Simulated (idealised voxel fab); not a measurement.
The process module presented herein is designated voxel ribs on slabs.
It is cross-section cut that appears here, measuring 165 nm in width, its square cells being 5 nm in size.
When this document writes out a cross-section, it uses a grid of square cells and lists it as bands, beginning at the top and moving down, with a band standing for one or more rows of cells.
Top height, bottom height, nm. Materials left to right, width each, nm. Single material + "all across" = fills band edge to edge. "blank" = empty.
Ref level 0: as-received wafer is one material below here. Bottom band extends down with no lower bound ("0 nm and below").
Width: "30 to 40" (first number = top row, second number = bottom row, same change from row to row of cells).
When a step is marked "no change", none of the cells in the cross-section changed during that step.
What "Closed internal voids" gives you is every empty space of 8 cells or more that is cut off from the top. Each appears as width x height at distance, with the distance taken from the left edge and width, height and distance all in nm.
On each step's line, the part that comes after the settings is the simulator's own comment on the step.
The "overlay nm" setting may appear on a step's line; for a step that uses a mask, it gives how far to the right of its planned position the mask lay, and a negative value indicates the left.

**The planned process steps are enumerated hereunder**
1. op RECEIVE | material Si
2. op DIRECTIONAL_DEP | material SiO2 | thk nm 25
3. op DIRECTIONAL_DEP | material SiN | thk nm 15
4. op DIRECTIONAL_DEP | material aC | thk nm 10
5. op PATTERN | tone cover | mask id RIB | material resist | width nm 25 | thk nm 25 | overlay nm 0
6. op DIRECTIONAL_ETCH | etch materials aC | depth nm 10
7. op STRIP | etch materials resist
8. op DIRECTIONAL_ETCH | etch materials SiN | depth nm 10
9. op STRIP | etch materials aC
10. op PATTERN | tone cover | mask id SLAB | material resist | width nm 55 | thk nm 15 | overlay nm 0
11. op DIRECTIONAL_ETCH | etch materials SiN | depth nm 5
12. op STRIP | etch materials resist
13. op FILL_DEP | material SiO2 | thk nm 25
14. op CMP | height nm 55
15. op DIRECTIONAL_DEP | material W | thk nm 10
16. op DIRECTIONAL_DEP | material aC | thk nm 10
17. op PATTERN | tone cover | mask id HEATER | material resist | width nm 35 | thk nm 25 | overlay nm 0
18. op DIRECTIONAL_ETCH | etch materials aC | depth nm 10
19. op STRIP | etch materials resist
20. op DIRECTIONAL_ETCH | etch materials W | depth nm 10
21. op STRIP | etch materials aC
22. op CONFORMAL_DEP | material SiO2 | thk nm 5

**The first of two wafers, run as planned**

**Wafer at receipt (post step 1), cross-section**
> 0 nm and below: Si all across
> Closed internal voids: none

**The wafer in cross-section once step 2 is complete**
> 25 nm to 0 nm: SiO2 all across
> Anything lower than 0 is untouched.

**The wafer in cross-section once step 3 is complete**
> 40 nm to 25 nm: SiN all across
> Anything lower than 25 is untouched.

**The wafer in cross-section once step 4 is complete**
> 50 nm to 40 nm: aC all across
> Anything lower than 40 is untouched.

**The wafer in cross-section once step 5 is complete**
> 75 nm to 50 nm: 70 of blank / 25 of resist / 70 of blank
> Anything lower than 50 is untouched.

**The wafer in cross-section once step 6 is complete**
> 65 nm to 50 nm: 70 of blank / 25 of resist / 70 of blank
> 50 nm to 40 nm: 70 of blank / 25 of aC / 70 of blank
> Anything lower than 40 is untouched.

**The wafer in cross-section once step 7 is complete**
> 50 nm to 40 nm: 70 of blank / 25 of aC / 70 of blank
> Anything lower than 40 is untouched.

**The wafer in cross-section once step 8 is complete**
> 50 nm to 40 nm: 70 of blank / 25 of aC / 70 of blank
> 40 nm to 30 nm: 70 of blank / 25 of SiN / 70 of blank
> Anything lower than 30 is untouched.

**The wafer in cross-section once step 9 is complete**
> 40 nm to 30 nm: 70 of blank / 25 of SiN / 70 of blank
> Anything lower than 30 is untouched.

**The wafer in cross-section once step 10 is complete**
> 55 nm to 40 nm: 55 of blank / 55 of resist / 55 of blank
> 40 nm to 30 nm: 55 of blank / 15 of resist / 25 of SiN / 15 of resist / 55 of blank
> Anything lower than 30 is untouched.

**The wafer in cross-section once step 11 is complete**
> 55 nm to 40 nm: 55 of blank / 55 of resist / 55 of blank
> 40 nm to 30 nm: 55 of blank / 15 of resist / 25 of SiN / 15 of resist / 55 of blank
> 30 nm to 25 nm: 55 of blank / 55 of SiN / 55 of blank
> Anything lower than 25 is untouched.

**The wafer in cross-section once step 12 is complete**
> 40 nm to 30 nm: 70 of blank / 25 of SiN / 70 of blank
> Anything lower than 30 is untouched.

**The wafer in cross-section once step 13 is complete**
> 65 nm to 40 nm: SiO2 all across
> 40 nm to 30 nm: 70 of SiO2 / 25 of SiN / 70 of SiO2
> 30 nm to 25 nm: 55 of SiO2 / 55 of SiN / 55 of SiO2
> Anything lower than 25 is untouched.

**The wafer in cross-section once step 14 is complete**
> 55 nm to 40 nm: SiO2 all across
> Anything lower than 40 is untouched.

**The wafer in cross-section once step 15 is complete**
> 65 nm to 55 nm: W all across
> Anything lower than 55 is untouched.

**The wafer in cross-section once step 16 is complete**
> 75 nm to 65 nm: aC all across
> Anything lower than 65 is untouched.

**The wafer in cross-section once step 17 is complete**
> 100 nm to 75 nm: 65 of blank / 35 of resist / 65 of blank
> Anything lower than 75 is untouched.

**The wafer in cross-section once step 18 is complete**
> 90 nm to 75 nm: 65 of blank / 35 of resist / 65 of blank
> 75 nm to 65 nm: 65 of blank / 35 of aC / 65 of blank
> Anything lower than 65 is untouched.

**The wafer in cross-section once step 19 is complete**
> 75 nm to 65 nm: 65 of blank / 35 of aC / 65 of blank
> Anything lower than 65 is untouched.

**The wafer in cross-section once step 20 is complete**
> 75 nm to 65 nm: 65 of blank / 35 of aC / 65 of blank
> 65 nm to 55 nm: 65 of blank / 35 of W / 65 of blank
> Anything lower than 55 is untouched.

**The wafer in cross-section once step 21 is complete**
> 65 nm to 55 nm: 65 of blank / 35 of W / 65 of blank
> Anything lower than 55 is untouched.

**The wafer in cross-section once step 22 is complete**
> 70 nm to 65 nm: 60 of blank / 45 of SiO2 / 60 of blank
> 65 nm to 60 nm: 60 of blank / 5 of SiO2 / 35 of W / 5 of SiO2 / 60 of blank
> 60 nm to 55 nm: 65 of SiO2 / 35 of W / 65 of SiO2
> Anything lower than 55 is untouched.

**For the second wafer, take the first wafer's start and plan, then add one mistake made in running it; everything through step 12, that step included, is shared with the first**

**Cross-sectional view of the second wafer at the intended end time of process step 13**
> 65 nm to 40 nm: W all across
> 40 nm to 30 nm: 70 of W / 25 of SiN / 70 of W
> 30 nm to 25 nm: 55 of W / 55 of SiN / 55 of W
> Anything lower than 25 is untouched.

**Cross-sectional view of the second wafer at the intended end time of process step 14**
> 55 nm to 40 nm: W all across
> Anything lower than 40 is untouched.

**Cross-sectional view of the second wafer at the intended end time of process step 15**
> 65 nm to 40 nm: W all across
> Anything lower than 40 is untouched.

**Cross-sectional view of the second wafer at the intended end time of process step 16**
> 75 nm to 65 nm: aC all across
> Anything lower than 65 is untouched.

**Cross-sectional view of the second wafer at the intended end time of process step 17**
> 100 nm to 75 nm: 65 of blank / 35 of resist / 65 of blank
> Anything lower than 75 is untouched.

**Cross-sectional view of the second wafer at the intended end time of process step 18**
> 90 nm to 75 nm: 65 of blank / 35 of resist / 65 of blank
> 75 nm to 65 nm: 65 of blank / 35 of aC / 65 of blank
> Anything lower than 65 is untouched.

**Cross-sectional view of the second wafer at the intended end time of process step 19**
> 75 nm to 65 nm: 65 of blank / 35 of aC / 65 of blank
> Anything lower than 65 is untouched.

**Cross-sectional view of the second wafer at the intended end time of process step 20**
> 75 nm to 65 nm: 65 of blank / 35 of aC / 65 of blank
> 65 nm to 55 nm: 65 of blank / 35 of W / 65 of blank
> Anything lower than 55 is untouched.

**Cross-sectional view of the second wafer at the intended end time of process step 21**
> 65 nm to 55 nm: 65 of blank / 35 of W / 65 of blank
> Anything lower than 55 is untouched.

**Cross-sectional view of the second wafer at the intended end time of process step 22**
> 70 nm to 65 nm: 60 of blank / 45 of SiO2 / 60 of blank
> 65 nm to 60 nm: 60 of blank / 5 of SiO2 / 35 of W / 5 of SiO2 / 60 of blank
> 60 nm to 55 nm: 65 of SiO2 / 35 of W / 65 of SiO2
> Anything lower than 55 is untouched.
Where did the run depart from the plan? contrary to plan, step 13 was performed as op FILL_DEP | material W | thk nm 25
Materials where the second wafer ends with more or fewer cells than the first: 177 fewer of SiO2, 177 more of W
